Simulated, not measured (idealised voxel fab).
process module | voxel wiring stack
cross-section cut | 225 nm wide | cells 5 nm
A cross-section is a grid of square cells, given in bands from the top down. A band is one or more rows of cells.
Each band's line starts with the height of the band's top and of its bottom, in nm. Then come its materials from left to right, each with its width in nm. One material with "throughout" fills the band from edge to edge. "air" is empty space.
Height 0 is the level under which the wafer as received is all one material. The lowest band goes on downwards, as in "0 down".
A width such as "30 to 40" changes by the same amount from each row of cells to the next, from the band's top row to its bottom row.
"no change" after a step means that no cell of the cross-section changed.
closed voids: empty space of 8 cells or more with no open way to the top, each as width x height at its distance from the left edge, in nm
after a step's settings: what the simulator itself notes on the step
overlay nm, on a step with a mask: how far to the right of its planned place the mask lay; to the left if negative
plan
1 op RECEIVE | material Si
2 op CONFORMAL_DEP | material SiO2 | thk nm 10
3 op DIRECTIONAL_DEP | material TiN | thk nm 5
4 op DIRECTIONAL_DEP | material Ru | thk nm 20
5 op DIRECTIONAL_DEP | material aC | thk nm 10
6 op PATTERN | tone cover | mask id METAL_1 | material resist | width nm 30 | pitch nm 50 | thk nm 30 | overlay nm 0
7 op DIRECTIONAL_ETCH | etch materials aC | depth nm 10
8 op STRIP | etch materials resist
9 op DIRECTIONAL_ETCH | etch materials Ru | depth nm 20
10 op DIRECTIONAL_ETCH | etch materials TiN | depth nm 5
11 op STRIP | etch materials aC
12 op CONFORMAL_DEP | material SiCN | thk nm 5
13 op FILL_DEP | material lowk | thk nm 5
14 op CMP | height nm 35
15 op CONFORMAL_DEP | material SiCN | thk nm 5
16 op DIRECTIONAL_DEP | material lowk | thk nm 15
17 op MASKED_ETCH | tone open | mask id PLUG_1 | width nm 15 | pitch nm 50 | etch materials lowk | depth nm 15 | overlay nm 0
18 op MASKED_ETCH | tone open | mask id PLUG_1 | width nm 15 | pitch nm 50 | etch materials SiCN | depth nm 5 | overlay nm 0
19 op CONFORMAL_DEP | material TiN | thk nm 5
20 op FILL_DEP | material Cu | thk nm 10
21 op CMP | height nm 55
22 op DIRECTIONAL_DEP | material TiN | thk nm 5
23 op DIRECTIONAL_DEP | material W | thk nm 20
24 op PATTERN | tone cover | mask id METAL_2 | material resist | width nm 30 | pitch nm 50 | thk nm 15 | overlay nm 0
25 op DIRECTIONAL_ETCH | etch materials W | depth nm 20
26 op DIRECTIONAL_ETCH | etch materials TiN | depth nm 5
27 op STRIP | etch materials resist
28 op FILL_DEP | material lowk | thk nm 5
29 op CMP | height nm 80
30 op CONFORMAL_DEP | material SiCN | thk nm 5
31 op DIRECTIONAL_DEP | material SiO2 | thk nm 10
32 op PATTERN | tone open | mask id PLUG_2 | material resist | width nm 15 | pitch nm 100 | thk nm 20 | overlay nm 0
33 op DIRECTIONAL_ETCH | etch materials SiO2 | depth nm 10
34 op DIRECTIONAL_ETCH | etch materials SiCN | depth nm 5
35 op STRIP | etch materials resist
36 op EPI | material Ru | thk nm 10
37 op EPI | material Ru | thk nm 5
38 op DIRECTIONAL_DEP | material TiN | thk nm 5
39 op DIRECTIONAL_DEP | material Ru | thk nm 25
40 op PATTERN | tone cover | mask id METAL_3 | material resist | width nm 30 | pitch nm 50 | thk nm 20 | overlay nm 0
41 op DIRECTIONAL_ETCH | etch materials Ru | depth nm 25
42 op DIRECTIONAL_ETCH | etch materials TiN | depth nm 5
43 op STRIP | etch materials resist
44 op FILL_DEP | material lowk | thk nm 10
45 op CMP | height nm 125
46 op CONFORMAL_DEP | material SiN | thk nm 5
first wafer, as planned
as received, after step 1
  0 down: Si throughout
  closed voids: none
after step 2
  10 to 0: SiO2 throughout
  below 0: unchanged
after step 3
  15 to 10: TiN throughout
  below 10: unchanged
after step 4
  35 to 15: Ru throughout
  below 15: unchanged
after step 5
  45 to 35: aC throughout
  below 35: unchanged
after step 6
  75 to 45: air 20 | resist 30 | air 20 | resist 30 | air 20 | resist 30 | air 20 | resist 30 | air 25
  below 45: unchanged
after step 7
  65 to 45: air 20 | resist 30 | air 20 | resist 30 | air 20 | resist 30 | air 20 | resist 30 | air 25
  45 to 35: air 20 | aC 30 | air 20 | aC 30 | air 20 | aC 30 | air 20 | aC 30 | air 25
  below 35: unchanged
after step 8
  45 to 35: air 20 | aC 30 | air 20 | aC 30 | air 20 | aC 30 | air 20 | aC 30 | air 25
  below 35: unchanged
after step 9
  45 to 35: air 20 | aC 30 | air 20 | aC 30 | air 20 | aC 30 | air 20 | aC 30 | air 25
  35 to 15: air 20 | Ru 30 | air 20 | Ru 30 | air 20 | Ru 30 | air 20 | Ru 30 | air 25
  below 15: unchanged
after step 10
  45 to 35: air 20 | aC 30 | air 20 | aC 30 | air 20 | aC 30 | air 20 | aC 30 | air 25
  35 to 15: air 20 | Ru 30 | air 20 | Ru 30 | air 20 | Ru 30 | air 20 | Ru 30 | air 25
  15 to 10: air 20 | TiN 30 | air 20 | TiN 30 | air 20 | TiN 30 | air 20 | TiN 30 | air 25
  below 10: unchanged
after step 11
  35 to 15: air 20 | Ru 30 | air 20 | Ru 30 | air 20 | Ru 30 | air 20 | Ru 30 | air 25
  below 15: unchanged
after step 12
  40 to 35: air 15 | SiCN 40 | air 10 | SiCN 40 | air 10 | SiCN 40 | air 10 | SiCN 40 | air 20
  35 to 15: air 15 | SiCN 5 | Ru 30 | SiCN 5 | air 10 | SiCN 5 | Ru 30 | SiCN 5 | air 10 | SiCN 5 | Ru 30 | SiCN 5 | air 10 | SiCN 5 | Ru 30 | SiCN 5 | air 20
  15 to 10: SiCN 20 | TiN 30 | SiCN 20 | TiN 30 | SiCN 20 | TiN 30 | SiCN 20 | TiN 30 | SiCN 25
  below 10: unchanged
after step 13
  45 to 40: lowk throughout
  40 to 35: lowk 15 | SiCN 40 | lowk 10 | SiCN 40 | lowk 10 | SiCN 40 | lowk 10 | SiCN 40 | lowk 20
  35 to 15: lowk 15 | SiCN 5 | Ru 30 | SiCN 5 | lowk 10 | SiCN 5 | Ru 30 | SiCN 5 | lowk 10 | SiCN 5 | Ru 30 | SiCN 5 | lowk 10 | SiCN 5 | Ru 30 | SiCN 5 | lowk 20
  below 15: unchanged
after step 14
  35 to 15: lowk 15 | SiCN 5 | Ru 30 | SiCN 5 | lowk 10 | SiCN 5 | Ru 30 | SiCN 5 | lowk 10 | SiCN 5 | Ru 30 | SiCN 5 | lowk 10 | SiCN 5 | Ru 30 | SiCN 5 | lowk 20
  below 15: unchanged
after step 15
  40 to 35: SiCN throughout
  below 35: unchanged
after step 16
  55 to 40: lowk throughout
  below 40: unchanged
after step 17
  55 to 40: lowk 20 | air 15 | lowk 35 | air 15 | lowk 35 | air 15 | lowk 35 | air 15 | lowk 40
  below 40: unchanged
after step 18
  55 to 40: lowk 20 | air 15 | lowk 35 | air 15 | lowk 35 | air 15 | lowk 35 | air 15 | lowk 40
  40 to 35: SiCN 20 | air 15 | SiCN 35 | air 15 | SiCN 35 | air 15 | SiCN 35 | air 15 | SiCN 40
  below 35: unchanged
after step 19
  60 to 55: TiN 25 | air 5 | TiN 45 | air 5 | TiN 45 | air 5 | TiN 45 | air 5 | TiN 45
  55 to 40: lowk 20 | TiN 5 | air 5 | TiN 5 | lowk 35 | TiN 5 | air 5 | TiN 5 | lowk 35 | TiN 5 | air 5 | TiN 5 | lowk 35 | TiN 5 | air 5 | TiN 5 | lowk 40
  40 to 35: SiCN 20 | TiN 15 | SiCN 35 | TiN 15 | SiCN 35 | TiN 15 | SiCN 35 | TiN 15 | SiCN 40
  below 35: unchanged
after step 20
  70 to 60: Cu throughout
  60 to 55: TiN 25 | Cu 5 | TiN 45 | Cu 5 | TiN 45 | Cu 5 | TiN 45 | Cu 5 | TiN 45
  55 to 40: lowk 20 | TiN 5 | Cu 5 | TiN 5 | lowk 35 | TiN 5 | Cu 5 | TiN 5 | lowk 35 | TiN 5 | Cu 5 | TiN 5 | lowk 35 | TiN 5 | Cu 5 | TiN 5 | lowk 40
  below 40: unchanged
after step 21
  55 to 40: lowk 20 | TiN 5 | Cu 5 | TiN 5 | lowk 35 | TiN 5 | Cu 5 | TiN 5 | lowk 35 | TiN 5 | Cu 5 | TiN 5 | lowk 35 | TiN 5 | Cu 5 | TiN 5 | lowk 40
  below 40: unchanged
after step 22
  60 to 55: TiN throughout
  below 55: unchanged
after step 23
  80 to 60: W throughout
  below 60: unchanged
after step 24
  95 to 80: air 20 | resist 30 | air 20 | resist 30 | air 20 | resist 30 | air 20 | resist 30 | air 25
  below 80: unchanged
after step 25
  95 to 80: air 20 | resist 30 | air 20 | resist 30 | air 20 | resist 30 | air 20 | resist 30 | air 25
  80 to 60: air 20 | W 30 | air 20 | W 30 | air 20 | W 30 | air 20 | W 30 | air 25
  below 60: unchanged
after step 26
  95 to 80: air 20 | resist 30 | air 20 | resist 30 | air 20 | resist 30 | air 20 | resist 30 | air 25
  80 to 60: air 20 | W 30 | air 20 | W 30 | air 20 | W 30 | air 20 | W 30 | air 25
  60 to 55: air 20 | TiN 30 | air 20 | TiN 30 | air 20 | TiN 30 | air 20 | TiN 30 | air 25
  below 55: unchanged
after step 27
  80 to 60: air 20 | W 30 | air 20 | W 30 | air 20 | W 30 | air 20 | W 30 | air 25
  below 60: unchanged
after step 28
  85 to 80: lowk throughout
  80 to 60: lowk 20 | W 30 | lowk 20 | W 30 | lowk 20 | W 30 | lowk 20 | W 30 | lowk 25
  60 to 55: lowk 20 | TiN 30 | lowk 20 | TiN 30 | lowk 20 | TiN 30 | lowk 20 | TiN 30 | lowk 25
  below 55: unchanged
after step 29
  80 to 60: lowk 20 | W 30 | lowk 20 | W 30 | lowk 20 | W 30 | lowk 20 | W 30 | lowk 25
  below 60: unchanged
after step 30
  85 to 80: SiCN throughout
  below 80: unchanged
after step 31
  95 to 85: SiO2 throughout
  below 85: unchanged
after step 32
  115 to 95: resist 20 | air 15 | resist 85 | air 15 | resist 90
  below 95: unchanged
after step 33
  115 to 95: resist 20 | air 15 | resist 85 | air 15 | resist 90
  95 to 85: SiO2 20 | air 15 | SiO2 85 | air 15 | SiO2 90
  below 85: unchanged
after step 34
  115 to 95: resist 20 | air 15 | resist 85 | air 15 | resist 90
  95 to 85: SiO2 20 | air 15 | SiO2 85 | air 15 | SiO2 90
  85 to 80: SiCN 20 | air 15 | SiCN 85 | air 15 | SiCN 90
  below 80: unchanged
after step 35
  95 to 85: SiO2 20 | air 15 | SiO2 85 | air 15 | SiO2 90
  below 85: unchanged
after step 36
  95 to 90: SiO2 20 | air 15 | SiO2 85 | air 15 | SiO2 90
  90 to 85: SiO2 20 | Ru 15 | SiO2 85 | Ru 15 | SiO2 90
  85 to 80: SiCN 20 | Ru 15 | SiCN 85 | Ru 15 | SiCN 90
  below 80: unchanged
after step 37
  95 to 85: SiO2 20 | Ru 15 | SiO2 85 | Ru 15 | SiO2 90
  below 85: unchanged
after step 38
  100 to 95: TiN throughout
  below 95: unchanged
after step 39
  125 to 100: Ru throughout
  below 100: unchanged
after step 40
  145 to 125: air 20 | resist 30 | air 20 | resist 30 | air 20 | resist 30 | air 20 | resist 30 | air 25
  below 125: unchanged
after step 41
  145 to 125: air 20 | resist 30 | air 20 | resist 30 | air 20 | resist 30 | air 20 | resist 30 | air 25
  125 to 100: air 20 | Ru 30 | air 20 | Ru 30 | air 20 | Ru 30 | air 20 | Ru 30 | air 25
  below 100: unchanged
after step 42
  145 to 125: air 20 | resist 30 | air 20 | resist 30 | air 20 | resist 30 | air 20 | resist 30 | air 25
  125 to 100: air 20 | Ru 30 | air 20 | Ru 30 | air 20 | Ru 30 | air 20 | Ru 30 | air 25
  100 to 95: air 20 | TiN 30 | air 20 | TiN 30 | air 20 | TiN 30 | air 20 | TiN 30 | air 25
  below 95: unchanged
after step 43
  125 to 100: air 20 | Ru 30 | air 20 | Ru 30 | air 20 | Ru 30 | air 20 | Ru 30 | air 25
  below 100: unchanged
after step 44
  135 to 125: lowk throughout
  125 to 100: lowk 20 | Ru 30 | lowk 20 | Ru 30 | lowk 20 | Ru 30 | lowk 20 | Ru 30 | lowk 25
  100 to 95: lowk 20 | TiN 30 | lowk 20 | TiN 30 | lowk 20 | TiN 30 | lowk 20 | TiN 30 | lowk 25
  below 95: unchanged
after step 45
  125 to 100: lowk 20 | Ru 30 | lowk 20 | Ru 30 | lowk 20 | Ru 30 | lowk 20 | Ru 30 | lowk 25
  below 100: unchanged
after step 46
  130 to 125: SiN throughout
  below 125: unchanged
second wafer: like start, like plan, one mistake. Through step 31 it matches the first wafer
when step 32 should have ended
  115 to 95: resist 20 | air 20 | resist 80 | air 20 | resist 85
  below 95: unchanged
when step 33 should have ended
  115 to 95: resist 20 | air 20 | resist 80 | air 20 | resist 85
  95 to 85: SiO2 20 | air 20 | SiO2 80 | air 20 | SiO2 85
  below 85: unchanged
when step 34 should have ended
  115 to 95: resist 20 | air 20 | resist 80 | air 20 | resist 85
  95 to 85: SiO2 20 | air 20 | SiO2 80 | air 20 | SiO2 85
  85 to 80: SiCN 20 | air 20 | SiCN 80 | air 20 | SiCN 85
  below 80: unchanged
when step 35 should have ended
  95 to 85: SiO2 20 | air 20 | SiO2 80 | air 20 | SiO2 85
  below 85: unchanged
when step 36 should have ended
  95 to 90: SiO2 20 | air 20 | SiO2 80 | air 20 | SiO2 85
  90 to 85: SiO2 20 | Ru 20 | SiO2 80 | Ru 20 | SiO2 85
  85 to 80: SiCN 20 | Ru 20 | SiCN 80 | Ru 20 | SiCN 85
  below 80: unchanged
when step 37 should have ended
  95 to 85: SiO2 20 | Ru 20 | SiO2 80 | Ru 20 | SiO2 85
  below 85: unchanged
when step 38 should have ended
  100 to 95: TiN throughout
  below 95: unchanged
when step 39 should have ended
  125 to 100: Ru throughout
  below 100: unchanged
when step 40 should have ended
  145 to 125: air 20 | resist 30 | air 20 | resist 30 | air 20 | resist 30 | air 20 | resist 30 | air 25
  below 125: unchanged
when step 41 should have ended
  145 to 125: air 20 | resist 30 | air 20 | resist 30 | air 20 | resist 30 | air 20 | resist 30 | air 25
  125 to 100: air 20 | Ru 30 | air 20 | Ru 30 | air 20 | Ru 30 | air 20 | Ru 30 | air 25
  below 100: unchanged
when step 42 should have ended
  145 to 125: air 20 | resist 30 | air 20 | resist 30 | air 20 | resist 30 | air 20 | resist 30 | air 25
  125 to 100: air 20 | Ru 30 | air 20 | Ru 30 | air 20 | Ru 30 | air 20 | Ru 30 | air 25
  100 to 95: air 20 | TiN 30 | air 20 | TiN 30 | air 20 | TiN 30 | air 20 | TiN 30 | air 25
  below 95: unchanged
when step 43 should have ended
  125 to 100: air 20 | Ru 30 | air 20 | Ru 30 | air 20 | Ru 30 | air 20 | Ru 30 | air 25
  below 100: unchanged
when step 44 should have ended
  135 to 125: lowk throughout
  125 to 100: lowk 20 | Ru 30 | lowk 20 | Ru 30 | lowk 20 | Ru 30 | lowk 20 | Ru 30 | lowk 25
  100 to 95: lowk 20 | TiN 30 | lowk 20 | TiN 30 | lowk 20 | TiN 30 | lowk 20 | TiN 30 | lowk 25
  below 95: unchanged
when step 45 should have ended
  125 to 100: lowk 20 | Ru 30 | lowk 20 | Ru 30 | lowk 20 | Ru 30 | lowk 20 | Ru 30 | lowk 25
  below 100: unchanged
when step 46 should have ended
  130 to 125: SiN throughout
  below 125: unchanged
what went wrong: step 32 ran as: op PATTERN | tone open | mask id PLUG_2 | material resist | width nm 20 | pitch nm 100 | thk nm 20 | overlay nm 0
at the end the second wafer has, in cells: 6 more of Ru | 2 fewer of SiCN | 4 fewer of SiO2
